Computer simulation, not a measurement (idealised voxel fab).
Proc. module: voxel capacitor over wiring
For reference, the cross-section in this document is cut, with width 245 nm and square cells of 5 nm.
Cross-section format: a grid of square cells, given as bands from top to bottom; each band is one or more rows of cells.
Band: top height; bottom height; in nm. Then, left to right: material with width in nm, for each material. "everywhere": a single material spanning edge to edge. "blank": empty space.
Heights are reckoned from 0. Under this level, the received wafer is all of one material. The bottommost band is open-ended downward, for example "0 nm and below".
With a width like "30..40", each row of cells in the band differs from the next by the same amount, the top row carrying the first number and the bottom row the second.
The designation "no alterations made", where it is given for a processing step, indicates that no cell of the cross-section was altered in the course of that step.
Sealed void list: empty space of 8 cells or more with no open way to the top, each as width x height at its distance from the left edge, in nm
If you see something after the settings on a step's line, that's the simulator's own remark about that step.
The "overlay nm" setting may appear on a step's line; for a step that uses a mask, it gives how far to the right of its planned position the mask lay, and a negative value indicates the left.

**Here's what the planned process steps look like**
1) RECEIVE | material Si
2) CONFORMAL_DEP | material SiO2 | thk nm 10
3) CONFORMAL_DEP | material SiN | thk nm 5
4) DIRECTIONAL_DEP | material SiO2 | thk nm 15
5) DIRECTIONAL_DEP | material aC | thk nm 15
6) PATTERN | tone open | mask id METAL_1 | material resist | width nm 25 | pitch nm 75 | thk nm 30 | overlay nm 0
7) DIRECTIONAL_ETCH | etch materials aC | depth nm 15
8) STRIP | etch materials resist
9) DIRECTIONAL_ETCH | etch materials SiO2 | depth nm 15
10) DIRECTIONAL_ETCH | etch materials SiN | depth nm 5
11) STRIP | etch materials aC
12) CONFORMAL_DEP | material TiN | thk nm 5
13) FILL_DEP | material Cu | thk nm 5
14) CMP | height nm 30
15) CONFORMAL_DEP | material SiCN | thk nm 5
16) DIRECTIONAL_DEP | material lowk | thk nm 15
17) PATTERN | tone open | mask id PLUG_1 | material resist | width nm 15 | thk nm 20 | overlay nm 0
18) DIRECTIONAL_ETCH | etch materials lowk | depth nm 15
19) DIRECTIONAL_ETCH | etch materials SiCN | depth nm 5
20) STRIP | etch materials resist
21) CONFORMAL_DEP | material TiN | thk nm 5
22) FILL_DEP | material Ru | thk nm 10
23) CMP | height nm 50
24) DIRECTIONAL_DEP | material TiN | thk nm 10
25) DIRECTIONAL_DEP | material HfO2 | thk nm 5
26) DIRECTIONAL_DEP | material TiN | thk nm 10
27) MASKED_ETCH | tone cover | mask id UPPER_PLATE | width nm 55 | etch materials TiN | depth nm 10 | overlay nm 0
28) MASKED_ETCH | tone cover | mask id UPPER_PLATE | width nm 55 | etch materials HfO2 | depth nm 5 | overlay nm 0
29) PATTERN | tone cover | mask id LOWER_PLATE | material resist | width nm 65 | thk nm 20 | overlay nm 0
30) DIRECTIONAL_ETCH | etch materials TiN | depth nm 10
31) STRIP | etch materials resist
32) FILL_DEP | material SiO2 | thk nm 15
33) CMP | height nm 85
34) DIRECTIONAL_DEP | material aC | thk nm 10
35) PATTERN | tone open | mask id PLUG_2 | material resist | width nm 15 | thk nm 30 | overlay nm 0
36) DIRECTIONAL_ETCH | etch materials aC | depth nm 10
37) STRIP | etch materials resist
38) DIRECTIONAL_ETCH | etch materials SiO2 | depth nm 10
39) STRIP | etch materials aC
40) CONFORMAL_DEP | material TiN | thk nm 5
41) FILL_DEP | material Ru | thk nm 10
42) CMP | height nm 85
43) CONFORMAL_DEP | material SiN | thk nm 5

**Account of the first of two wafers, which was processed as intended**

**So this is the incoming wafer in cross-section - it's already been through step 1**
	0 nm and below | Si everywhere
	Sealed void list: none

**Cross-section of the wafer after step 2**
	10 nm to 0 nm | SiO2 everywhere
	Unchanged below 0.

**Cross-section of the wafer after step 3**
	15 nm to 10 nm | SiN everywhere
	Unchanged below 10.

**Cross-section of the wafer after step 4**
	30 nm to 15 nm | SiO2 everywhere
	Unchanged below 15.

**Cross-section of the wafer after step 5**
	45 nm to 30 nm | aC everywhere
	Unchanged below 30.

**Cross-section of the wafer after step 6**
	75 nm to 45 nm | resist: 70  blank: 25  resist: 50  blank: 25  resist: 75
	Unchanged below 45.

**Cross-section of the wafer after step 7**
	60 nm to 45 nm | resist: 70  blank: 25  resist: 50  blank: 25  resist: 75
	45 nm to 30 nm | aC: 70  blank: 25  aC: 50  blank: 25  aC: 75
	Unchanged below 30.

**Cross-section of the wafer after step 8**
	45 nm to 30 nm | aC: 70  blank: 25  aC: 50  blank: 25  aC: 75
	Unchanged below 30.

**Cross-section of the wafer after step 9**
	45 nm to 30 nm | aC: 70  blank: 25  aC: 50  blank: 25  aC: 75
	30 nm to 15 nm | SiO2: 70  blank: 25  SiO2: 50  blank: 25  SiO2: 75
	Unchanged below 15.

**Cross-section of the wafer after step 10**
	45 nm to 30 nm | aC: 70  blank: 25  aC: 50  blank: 25  aC: 75
	30 nm to 15 nm | SiO2: 70  blank: 25  SiO2: 50  blank: 25  SiO2: 75
	15 nm to 10 nm | SiN: 70  blank: 25  SiN: 50  blank: 25  SiN: 75
	Unchanged below 10.

**Cross-section of the wafer after step 11**
	30 nm to 15 nm | SiO2: 70  blank: 25  SiO2: 50  blank: 25  SiO2: 75
	Unchanged below 15.

**Cross-section of the wafer after step 12**
	35 nm to 30 nm | TiN: 75  blank: 15  TiN: 60  blank: 15  TiN: 80
	30 nm to 15 nm | SiO2: 70  TiN: 5  blank: 15  TiN: 5  SiO2: 50  TiN: 5  blank: 15  TiN: 5  SiO2: 75
	15 nm to 10 nm | SiN: 70  TiN: 25  SiN: 50  TiN: 25  SiN: 75
	Unchanged below 10.

**Cross-section of the wafer after step 13**
	40 nm to 35 nm | Cu everywhere
	35 nm to 30 nm | TiN: 75  Cu: 15  TiN: 60  Cu: 15  TiN: 80
	30 nm to 15 nm | SiO2: 70  TiN: 5  Cu: 15  TiN: 5  SiO2: 50  TiN: 5  Cu: 15  TiN: 5  SiO2: 75
	Unchanged below 15.

**Cross-section of the wafer after step 14**
	30 nm to 15 nm | SiO2: 70  TiN: 5  Cu: 15  TiN: 5  SiO2: 50  TiN: 5  Cu: 15  TiN: 5  SiO2: 75
	Unchanged below 15.

**Cross-section of the wafer after step 15**
	35 nm to 30 nm | SiCN everywhere
	Unchanged below 30.

**Cross-section of the wafer after step 16**
	50 nm to 35 nm | lowk everywhere
	Unchanged below 35.

**Cross-section of the wafer after step 17**
	70 nm to 50 nm | resist: 80  blank: 15  resist: 150
	Unchanged below 50.

**Cross-section of the wafer after step 18**
	70 nm to 50 nm | resist: 80  blank: 15  resist: 150
	50 nm to 35 nm | lowk: 80  blank: 15  lowk: 150
	Unchanged below 35.

**Cross-section of the wafer after step 19**
	70 nm to 50 nm | resist: 80  blank: 15  resist: 150
	50 nm to 35 nm | lowk: 80  blank: 15  lowk: 150
	35 nm to 30 nm | SiCN: 80  blank: 15  SiCN: 150
	Unchanged below 30.

**Cross-section of the wafer after step 20**
	50 nm to 35 nm | lowk: 80  blank: 15  lowk: 150
	Unchanged below 35.

**Cross-section of the wafer after step 21**
	55 nm to 50 nm | TiN: 85  blank: 5  TiN: 155
	50 nm to 35 nm | lowk: 80  TiN: 5  blank: 5  TiN: 5  lowk: 150
	35 nm to 30 nm | SiCN: 80  TiN: 15  SiCN: 150
	Unchanged below 30.

**Cross-section of the wafer after step 22**
	65 nm to 55 nm | Ru everywhere
	55 nm to 50 nm | TiN: 85  Ru: 5  TiN: 155
	50 nm to 35 nm | lowk: 80  TiN: 5  Ru: 5  TiN: 5  lowk: 150
	Unchanged below 35.

**Cross-section of the wafer after step 23**
	50 nm to 35 nm | lowk: 80  TiN: 5  Ru: 5  TiN: 5  lowk: 150
	Unchanged below 35.

**Cross-section of the wafer after step 24**
	60 nm to 50 nm | TiN everywhere
	Unchanged below 50.

**Cross-section of the wafer after step 25**
	65 nm to 60 nm | HfO2 everywhere
	Unchanged below 60.

**Cross-section of the wafer after step 26**
	75 nm to 65 nm | TiN everywhere
	Unchanged below 65.

**Cross-section of the wafer after step 27**
	75 nm to 65 nm | blank: 80  TiN: 55  blank: 110
	Unchanged below 65.

**Cross-section of the wafer after step 28**
	75 nm to 65 nm | blank: 80  TiN: 55  blank: 110
	65 nm to 60 nm | blank: 80  HfO2: 55  blank: 110
	Unchanged below 60.

**Cross-section of the wafer after step 29**
	95 nm to 75 nm | blank: 75  resist: 65  blank: 105
	75 nm to 65 nm | blank: 75  resist: 5  TiN: 55  resist: 5  blank: 105
	65 nm to 60 nm | blank: 75  resist: 5  HfO2: 55  resist: 5  blank: 105
	Unchanged below 60.

**Cross-section of the wafer after step 30**
	95 nm to 75 nm | blank: 75  resist: 65  blank: 105
	75 nm to 65 nm | blank: 75  resist: 5  TiN: 55  resist: 5  blank: 105
	65 nm to 60 nm | blank: 75  resist: 5  HfO2: 55  resist: 5  blank: 105
	60 nm to 50 nm | blank: 75  TiN: 65  blank: 105
	Unchanged below 50.

**Cross-section of the wafer after step 31**
	75 nm to 65 nm | blank: 80  TiN: 55  blank: 110
	65 nm to 60 nm | blank: 80  HfO2: 55  blank: 110
	Unchanged below 60.

**Cross-section of the wafer after step 32**
	90 nm to 75 nm | SiO2 everywhere
	75 nm to 65 nm | SiO2: 80  TiN: 55  SiO2: 110
	65 nm to 60 nm | SiO2: 80  HfO2: 55  SiO2: 110
	60 nm to 50 nm | SiO2: 75  TiN: 65  SiO2: 105
	Unchanged below 50.

**Cross-section of the wafer after step 33**
	85 nm to 75 nm | SiO2 everywhere
	Unchanged below 75.

**Cross-section of the wafer after step 34**
	95 nm to 85 nm | aC everywhere
	Unchanged below 85.

**Cross-section of the wafer after step 35**
	125 nm to 95 nm | resist: 90  blank: 15  resist: 140
	Unchanged below 95.

**Cross-section of the wafer after step 36**
	115 nm to 95 nm | resist: 90  blank: 15  resist: 140
	95 nm to 85 nm | aC: 90  blank: 15  aC: 140
	Unchanged below 85.

**Cross-section of the wafer after step 37**
	95 nm to 85 nm | aC: 90  blank: 15  aC: 140
	Unchanged below 85.

**Cross-section of the wafer after step 38**
	95 nm to 85 nm | aC: 90  blank: 15  aC: 140
	85 nm to 75 nm | SiO2: 90  blank: 15  SiO2: 140
	Unchanged below 75.

**Cross-section of the wafer after step 39**
	85 nm to 75 nm | SiO2: 90  blank: 15  SiO2: 140
	Unchanged below 75.

**Cross-section of the wafer after step 40**
	90 nm to 85 nm | TiN: 95  blank: 5  TiN: 145
	85 nm to 80 nm | SiO2: 90  TiN: 5  blank: 5  TiN: 5  SiO2: 140
	80 nm to 75 nm | SiO2: 90  TiN: 15  SiO2: 140
	Unchanged below 75.

**Cross-section of the wafer after step 41**
	100 nm to 90 nm | Ru everywhere
	90 nm to 85 nm | TiN: 95  Ru: 5  TiN: 145
	85 nm to 80 nm | SiO2: 90  TiN: 5  Ru: 5  TiN: 5  SiO2: 140
	Unchanged below 80.

**Cross-section of the wafer after step 42**
	85 nm to 80 nm | SiO2: 90  TiN: 5  Ru: 5  TiN: 5  SiO2: 140
	Unchanged below 80.

**Cross-section of the wafer after step 43**
	90 nm to 85 nm | SiN everywhere
	Unchanged below 85.

**Wafer two. Identical start, identical plan. One mistake in execution. Identical history through step 22**

Cross-sectional view of the second wafer at the intended end time of process step 23: no alterations made

**Cross-sectional view of the second wafer at the intended end time of process step 24**
	75 nm to 65 nm | TiN everywhere
	Unchanged below 65.

**Cross-sectional view of the second wafer at the intended end time of process step 25**
	80 nm to 75 nm | HfO2 everywhere
	Unchanged below 75.

**Cross-sectional view of the second wafer at the intended end time of process step 26**
	90 nm to 80 nm | TiN everywhere
	Unchanged below 80.

**Cross-sectional view of the second wafer at the intended end time of process step 27**
	90 nm to 80 nm | blank: 80  TiN: 55  blank: 110
	Unchanged below 80.

**Cross-sectional view of the second wafer at the intended end time of process step 28**
	90 nm to 80 nm | blank: 80  TiN: 55  blank: 110
	80 nm to 75 nm | blank: 80  HfO2: 55  blank: 110
	Unchanged below 75.

**Cross-sectional view of the second wafer at the intended end time of process step 29**
	110 nm to 90 nm | blank: 75  resist: 65  blank: 105
	90 nm to 80 nm | blank: 75  resist: 5  TiN: 55  resist: 5  blank: 105
	80 nm to 75 nm | blank: 75  resist: 5  HfO2: 55  resist: 5  blank: 105
	Unchanged below 75.

**Cross-sectional view of the second wafer at the intended end time of process step 30**
	110 nm to 90 nm | blank: 75  resist: 65  blank: 105
	90 nm to 80 nm | blank: 75  resist: 5  TiN: 55  resist: 5  blank: 105
	80 nm to 75 nm | blank: 75  resist: 5  HfO2: 55  resist: 5  blank: 105
	75 nm to 65 nm | blank: 75  TiN: 65  blank: 105
	Unchanged below 65.

**Cross-sectional view of the second wafer at the intended end time of process step 31**
	90 nm to 80 nm | blank: 80  TiN: 55  blank: 110
	80 nm to 75 nm | blank: 80  HfO2: 55  blank: 110
	Unchanged below 75.

**Cross-sectional view of the second wafer at the intended end time of process step 32**
	105 nm to 90 nm | SiO2 everywhere
	90 nm to 80 nm | SiO2: 80  TiN: 55  SiO2: 110
	80 nm to 75 nm | SiO2: 80  HfO2: 55  SiO2: 110
	75 nm to 65 nm | SiO2: 75  TiN: 65  SiO2: 105
	Unchanged below 65.

**Cross-sectional view of the second wafer at the intended end time of process step 33**
	85 nm to 80 nm | SiO2: 80  TiN: 55  SiO2: 110
	Unchanged below 80.

**Cross-sectional view of the second wafer at the intended end time of process step 34**
	95 nm to 85 nm | aC everywhere
	Unchanged below 85.

**Cross-sectional view of the second wafer at the intended end time of process step 35**
	125 nm to 95 nm | resist: 90  blank: 15  resist: 140
	Unchanged below 95.

**Cross-sectional view of the second wafer at the intended end time of process step 36**
	115 nm to 95 nm | resist: 90  blank: 15  resist: 140
	95 nm to 85 nm | aC: 90  blank: 15  aC: 140
	Unchanged below 85.

**Cross-sectional view of the second wafer at the intended end time of process step 37**
	95 nm to 85 nm | aC: 90  blank: 15  aC: 140
	Unchanged below 85.

Cross-sectional view of the second wafer at the intended end time of process step 38: no alterations made

**Cross-sectional view of the second wafer at the intended end time of process step 39**
	85 nm to 80 nm | SiO2: 80  TiN: 55  SiO2: 110
	Unchanged below 80.

**Cross-sectional view of the second wafer at the intended end time of process step 40**
	90 nm to 85 nm | TiN everywhere
	Unchanged below 85.

**Cross-sectional view of the second wafer at the intended end time of process step 41**
	100 nm to 90 nm | Ru everywhere
	Unchanged below 90.

**Cross-sectional view of the second wafer at the intended end time of process step 42**
	85 nm to 80 nm | SiO2: 80  TiN: 55  SiO2: 110
	Unchanged below 80.

**Cross-sectional view of the second wafer at the intended end time of process step 43**
	90 nm to 85 nm | SiN everywhere
	Unchanged below 85.
Misprocessing identified: it should be noted that step 23 of the plan was omitted and was not performed
Count the cells at the end and the second wafer has more or fewer of some materials than the first: Ru +98, SiO2 -130, TiN +32
